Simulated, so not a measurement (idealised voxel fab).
The following is a process module called voxel gate over fins.
Cross-section cut: width 295 nm, square cells of 5 nm.
For the purposes of this document, a cross-section shall be understood as a grid of square cells, specified as bands listed in top-to-bottom order, each band consisting of one or more rows of cells. In this notation a band is specified by the heights of its top and bottom, in that order and in nm, after which its materials appear from left to right, each paired with its width in nm. The word "everywhere" attached to a single material means that material fills the band from edge to edge; the word "blank" stands for empty space. Below 0: as-received wafer, all one material; heights counted from there. Lowest band: no bottom, goes on down, written "top 0, no bottom". Width: "30->40" (first number = top row, second number = bottom row, same change from row to row of cells). Reading "no modifications" for a step: not a cell of the cross-section changed in it. So "Entrapped void list" is basically the list of trapped voids: any empty space of 8 cells or more that can't reach the top through an opening. They're written width x height at distance, the distance being from the left edge, and it's all nm. Text after the settings on a step's line: the simulator's own remark on that step. A step's line can hold "overlay nm"; with a mask on that step, the setting says how far right of the planned place the mask lay, while a negative setting says it lay to the left.
## Intended process steps
1: RECEIVE,material Si
2: CONFORMAL_DEP,material SiN,thk nm 10
3: MASKED_ETCH,tone cover,mask id FINS,width nm 15,pitch nm 55,etch materials SiN,depth nm 10,overlay nm 0
4: MASKED_ETCH,tone cover,mask id FINS,width nm 15,pitch nm 55,etch materials Si,depth nm 30,overlay nm 0
5: OXIDIZE,depth nm 5
6: FILL_DEP,material SiO2,thk nm 5
7: CMP,height nm 10
8: MASKED_ETCH,tone open,mask id RAIL,width nm 15,etch materials SiO2,depth nm 35,overlay nm 0
9: CONFORMAL_DEP,material TiN,thk nm 5
10: FILL_DEP,material W,thk nm 10
11: CMP,height nm 10
12: SELECTIVE_ETCH,etch materials W Ru TiN,depth nm 30
13: FILL_DEP,material SiO2,thk nm 5
14: CMP,height nm 10
15: SELECTIVE_ETCH,etch materials SiO2,depth nm 25
16: STRIP,etch materials SiN
17: CONFORMAL_DEP,material HfO2,thk nm 5
18: CONFORMAL_DEP,material TiN,thk nm 5
19: FILL_DEP,material W,thk nm 10
20: CMP,height nm 15
21: CONFORMAL_DEP,material SiN,thk nm 5
## As-received wafer cross-section (after step 1)
> top 0, no bottom: Si everywhere
> Entrapped void list: none
## Here's the wafer cut in cross-section after the module, started and planned just like above, except one thing was done wrong in the run
> top 20, bottom 15: SiN everywhere
> top 15, bottom 10: W everywhere
> top 10, bottom 5: 115 W  25 TiN  30 W  25 TiN  100 W
> top 5, bottom 0: 105 W  15 TiN  15 HfO2  5 TiN  20 W  15 TiN  15 HfO2  5 TiN  100 W
> top 0, bottom -5: 105 W  5 TiN  15 HfO2  5 Si  5 HfO2  5 TiN  20 W  5 TiN  15 HfO2  5 Si  5 HfO2  5 TiN  100 W
> top -5, bottom -10: 110 TiN  5 HfO2  15 Si  5 HfO2  30 TiN  5 HfO2  15 Si  5 HfO2  105 TiN
> top -10, bottom -15: 115 HfO2  15 Si  40 HfO2  15 Si  110 HfO2
> top -15, bottom -20: 115 SiO2  15 Si  40 SiO2  15 Si  110 SiO2
> top -20, bottom -25: 115 SiO2  15 Si  5 SiO2  15 TiN  20 SiO2  15 Si  110 SiO2
> top -25, bottom -35: 115 SiO2  15 Si  40 SiO2  15 Si  110 SiO2
> top -35, no bottom: Si everywhere
> Entrapped void list: none
What was done differently from what was planned? in deviation from the planned setting, step 3 was conducted as MASKED_ETCH,tone cover,mask id FINS,width nm 15,pitch nm 55,etch materials SiN,depth nm 10,overlay nm 10
